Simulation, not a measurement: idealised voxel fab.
Documented hereafter: the process module known as voxel fin reveal.
In the cross-section labelled cut, the width is 155 nm and each square cell is 5 nm.
This document writes a cross-section as a grid whose cells are square, and gives it as bands, listed from the top down; one or more rows of cells form a band.
Band: top height; bottom height; in nm. Then, left to right: material with width in nm, for each material. "all across": a single material spanning edge to edge. "blank": empty space.
Basically, 0 is our baseline, since under it the wafer straight out of the box is all one material. The bottom band has no lower end and keeps on going down, so it looks like "z 0 and below".
Graded width ("30..40"): value in top row of band = first number; value in bottom row = second number; row-to-row change constant.
Basically "no change occurred" means that step didn't change any cell in the cross-section.
The label "Sealed cavities" introduces a list of the empty spaces, 8 cells or larger, that have no open way up to the top; each entry in it reads width x height at distance, where the distance is taken from the left edge and all three are stated in nm.
Past the settings on a step's line: simulator remark, on that step.
Each step line may optionally specify "overlay nm", which for a step with a mask gives the rightward distance between the mask's planned place and where it lay, a negative value indicating the leftward direction.

### Process steps - plan
- 1: RECEIVE with material Si
- 2: CONFORMAL_DEP with material SiN, thk nm 10
- 3: MASKED_ETCH with tone cover, mask id FINS, width nm 15, pitch nm 35, etch materials SiN, depth nm 10, overlay nm 0
- 4: MASKED_ETCH with tone cover, mask id FINS, width nm 15, pitch nm 35, etch materials Si, depth nm 30, overlay nm 0
- 5: OXIDIZE with depth nm 5
- 6: FILL_DEP with material SiO2, thk nm 15
- 7: CMP with height nm 10
- 8: SELECTIVE_ETCH with etch materials SiO2, depth nm 25
- 9: STRIP with etch materials SiN

### Of two wafers, the first: run according to plan

### Cross-section, incoming material, after step 1
- z 0 and below  Si all across
- Sealed cavities: none

### The wafer in cross-section once step 2 is complete
- z 10 to 0  SiN all across
- Anything lower than 0 is untouched.

### The wafer in cross-section once step 3 is complete
- z 10 to 0  blank=35  SiN=15  blank=20  SiN=15  blank=20  SiN=15  blank=35
- Anything lower than 0 is untouched.

### The wafer in cross-section once step 4 is complete
- z 10 to 0  blank=35  SiN=15  blank=20  SiN=15  blank=20  SiN=15  blank=35
- z 0 to -30  blank=35  Si=15  blank=20  Si=15  blank=20  Si=15  blank=35
- Anything lower than -30 is untouched.

### The wafer in cross-section once step 5 is complete
- z 10 to 0  blank=35  SiN=15  blank=20  SiN=15  blank=20  SiN=15  blank=35
- z 0 to -30  blank=35  SiO2=5  Si=5  SiO2=5  blank=20  SiO2=5  Si=5  SiO2=5  blank=20  SiO2=5  Si=5  SiO2=5  blank=35
- z -30 to -35  SiO2=40  Si=5  SiO2=30  Si=5  SiO2=30  Si=5  SiO2=40
- Anything lower than -35 is untouched.

### The wafer in cross-section once step 6 is complete
- z 25 to 10  SiO2 all across
- z 10 to 0  SiO2=35  SiN=15  SiO2=20  SiN=15  SiO2=20  SiN=15  SiO2=35
- z 0 to -35  SiO2=40  Si=5  SiO2=30  Si=5  SiO2=30  Si=5  SiO2=40
- Anything lower than -35 is untouched.

### The wafer in cross-section once step 7 is complete
- z 10 to 0  SiO2=35  SiN=15  SiO2=20  SiN=15  SiO2=20  SiN=15  SiO2=35
- Anything lower than 0 is untouched.

### The wafer in cross-section once step 8 is complete
- z 10 to 0  blank=35  SiN=15  blank=20  SiN=15  blank=20  SiN=15  blank=35
- z 0 to -15  blank=40  Si=5  blank=30  Si=5  blank=30  Si=5  blank=40
- Anything lower than -15 is untouched.

### The wafer in cross-section once step 9 is complete
- z 0 to -15  blank=40  Si=5  blank=30  Si=5  blank=30  Si=5  blank=40
- Anything lower than -15 is untouched.

### Second Wafer (Identical Start and Plan, One Processing Error; Matches First Wafer Through Step 8)

### At the planned end of step 9, the second wafer in cross-section
- z 10 to 0  blank=35  SiN=15  blank=20  SiN=15  blank=20  SiN=15  blank=35
- z 0 to -35  blank=40  Si=5  blank=30  Si=5  blank=30  Si=5  blank=40
- Anything lower than -35 is untouched.
Processing error: heads up, step 9 didn't go per plan, it actually ran as STRIP with etch materials SiO2
The final cell counts differ between the wafers, with the second having more or fewer of some materials than the first: +18 SiN; -112 SiO2
